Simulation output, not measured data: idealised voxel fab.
Process module in this document: voxel wiring stack
This is section cut - it's 280 nm across, gridded in 5 nm square cells.
Each cross-section below is a grid of square cells, stated as bands in top-down order, with one or more rows of cells making up each band.
Band entry format. Leading values: height of top, height of bottom, nm. Remainder: materials in left-to-right order, each with its width in nm. Special words: "everywhere" on a single material, which then fills the band edge to edge; "empty", empty space.
Height is counted from the level 0, under which the received wafer is composed throughout of one material. The lowest of the bands is not closed at the bottom but continues downward, in the notation "z 0 and below".
Think of "30->40" as a width that walks from the first number to the second as you go down the band, top row to bottom row, taking equal-sized steps from row to row.
Take "nothing got changed" at face value: in the step it is given for, the cross-section changed in none of its cells.
Basically, "Voids, sealed" tells you about the enclosed voids: empty spaces with no open way to the top, 8 cells or bigger, each written width x height at distance, where distance is from the left edge, all in nm.
Note: text after step settings on the step line = simulator remark on that step.
A step's line can hold "overlay nm"; with a mask on that step, the setting says how far right of the planned place the mask lay, while a negative setting says it lay to the left.

-- So here's the lineup of process steps we planned
step 1: RECEIVE, material Si
step 2: CONFORMAL_DEP, material SiO2, thk nm 10
step 3: CONFORMAL_DEP, material SiN, thk nm 5
step 4: DIRECTIONAL_DEP, material SiO2, thk nm 20
step 5: MASKED_ETCH, tone open, mask id METAL_1, width nm 20, pitch nm 40, etch materials SiO2, depth nm 20, overlay nm 0
step 6: MASKED_ETCH, tone open, mask id METAL_1, width nm 20, pitch nm 40, etch materials SiN, depth nm 5, overlay nm 0
step 7: CONFORMAL_DEP, material TiN, thk nm 5
step 8: FILL_DEP, material Ru, thk nm 10
step 9: CMP, height nm 35
step 10: CONFORMAL_DEP, material SiCN, thk nm 5
step 11: DIRECTIONAL_DEP, material SiO2, thk nm 15
step 12: MASKED_ETCH, tone open, mask id PLUG_1, width nm 15, pitch nm 80, etch materials SiO2, depth nm 15, overlay nm 0
step 13: MASKED_ETCH, tone open, mask id PLUG_1, width nm 15, pitch nm 80, etch materials SiCN, depth nm 5, overlay nm 0
step 14: CONFORMAL_DEP, material TiN, thk nm 5
step 15: FILL_DEP, material W, thk nm 5
step 16: CMP, height nm 55
step 17: CONFORMAL_DEP, material SiN, thk nm 5
step 18: DIRECTIONAL_DEP, material lowk, thk nm 20
step 19: MASKED_ETCH, tone open, mask id METAL_2, width nm 20, pitch nm 40, etch materials lowk, depth nm 20, overlay nm 0
step 20: MASKED_ETCH, tone open, mask id METAL_2, width nm 20, pitch nm 40, etch materials SiN, depth nm 5, overlay nm 0
step 21: CONFORMAL_DEP, material TiN, thk nm 5
step 22: FILL_DEP, material Cu, thk nm 5
step 23: CMP, height nm 80
step 24: CONFORMAL_DEP, material SiCN, thk nm 5
step 25: DIRECTIONAL_DEP, material lowk, thk nm 35
step 26: MASKED_ETCH, tone open, mask id METAL_3, width nm 20, pitch nm 40, etch materials lowk, depth nm 20, overlay nm 0
step 27: DIRECTIONAL_DEP, material aC, thk nm 10
step 28: PATTERN, tone open, mask id METAL_3_HOLES, material resist, width nm 15, pitch nm 80, thk nm 25, overlay nm 0
step 29: DIRECTIONAL_ETCH, etch materials aC, depth nm 10
step 30: STRIP, etch materials resist
step 31: DIRECTIONAL_ETCH, etch materials lowk, depth nm 15
step 32: DIRECTIONAL_ETCH, etch materials SiCN, depth nm 5
step 33: STRIP, etch materials aC
step 34: CONFORMAL_DEP, material TiN, thk nm 5
step 35: FILL_DEP, material Cu, thk nm 10
step 36: CMP, height nm 120
step 37: CONFORMAL_DEP, material SiN, thk nm 5

-- Received-state cross-section, reflecting completion of step 1
z 0 and below: Si everywhere
Voids, sealed: none

-- Cross-sectional view of the first of the two wafers upon completion of the module, processed in accordance with the plan
z 125 to 120: SiN everywhere
z 120 to 105: 90 nm lowk, 5 nm TiN, 10 nm Cu, 5 nm TiN, 20 nm lowk, 5 nm TiN, 10 nm Cu, 5 nm TiN, 20 nm lowk, 5 nm TiN, 10 nm Cu, 5 nm TiN, 90 nm lowk
z 105 to 100: 90 nm lowk, 5 nm TiN, 5 nm Cu, 10 nm TiN, 20 nm lowk, 20 nm TiN, 20 nm lowk, 5 nm TiN, 5 nm Cu, 10 nm TiN, 90 nm lowk
z 100 to 85: 90 nm lowk, 5 nm TiN, 5 nm Cu, 5 nm TiN, 65 nm lowk, 5 nm TiN, 5 nm Cu, 5 nm TiN, 95 nm lowk
z 85 to 80: 90 nm SiCN, 15 nm TiN, 65 nm SiCN, 15 nm TiN, 95 nm SiCN
z 80 to 60: 90 nm lowk, 5 nm TiN, 10 nm Cu, 5 nm TiN, 20 nm lowk, 5 nm TiN, 10 nm Cu, 5 nm TiN, 20 nm lowk, 5 nm TiN, 10 nm Cu, 5 nm TiN, 90 nm lowk
z 60 to 55: 90 nm SiN, 20 nm TiN, 20 nm SiN, 20 nm TiN, 20 nm SiN, 20 nm TiN, 90 nm SiN
z 55 to 40: 90 nm SiO2, 5 nm TiN, 5 nm W, 5 nm TiN, 65 nm SiO2, 5 nm TiN, 5 nm W, 5 nm TiN, 95 nm SiO2
z 40 to 35: 90 nm SiCN, 15 nm TiN, 65 nm SiCN, 15 nm TiN, 95 nm SiCN
z 35 to 15: 90 nm SiO2, 5 nm TiN, 10 nm Ru, 5 nm TiN, 20 nm SiO2, 5 nm TiN, 10 nm Ru, 5 nm TiN, 20 nm SiO2, 5 nm TiN, 10 nm Ru, 5 nm TiN, 90 nm SiO2
z 15 to 10: 90 nm SiN, 20 nm TiN, 20 nm SiN, 20 nm TiN, 20 nm SiN, 20 nm TiN, 90 nm SiN
z 10 to 0: SiO2 everywhere
z 0 and below: Si everywhere
Voids, sealed: none

-- So this is wafer number two of the two, cut at the end of the module - it started where the first did and had the same plan, we just got one thing wrong running it
z 125 to 120: SiN everywhere
z 120 to 85: lowk everywhere
z 85 to 80: SiCN everywhere
z 80 to 60: 90 nm lowk, 5 nm TiN, 10 nm Cu, 5 nm TiN, 20 nm lowk, 5 nm TiN, 10 nm Cu, 5 nm TiN, 20 nm lowk, 5 nm TiN, 10 nm Cu, 5 nm TiN, 90 nm lowk
z 60 to 55: 90 nm SiN, 20 nm TiN, 20 nm SiN, 20 nm TiN, 20 nm SiN, 20 nm TiN, 90 nm SiN
z 55 to 40: 90 nm SiO2, 5 nm TiN, 5 nm W, 5 nm TiN, 65 nm SiO2, 5 nm TiN, 5 nm W, 5 nm TiN, 95 nm SiO2
z 40 to 35: 90 nm SiCN, 15 nm TiN, 65 nm SiCN, 15 nm TiN, 95 nm SiCN
z 35 to 15: 90 nm SiO2, 5 nm TiN, 10 nm Ru, 5 nm TiN, 20 nm SiO2, 5 nm TiN, 10 nm Ru, 5 nm TiN, 20 nm SiO2, 5 nm TiN, 10 nm Ru, 5 nm TiN, 90 nm SiO2
z 15 to 10: 90 nm SiN, 20 nm TiN, 20 nm SiN, 20 nm TiN, 20 nm SiN, 20 nm TiN, 90 nm SiN
z 10 to 0: SiO2 everywhere
z 0 and below: Si everywhere
Voids, sealed: none
Which mistake was made when the wafer was run? step 25 from the plan got run twice
It is noted that, at the conclusion of processing, the second wafer exhibits a higher or lower cell count for certain materials relative to the first: -26 Cu | +6 SiCN | -46 TiN | +66 lowk
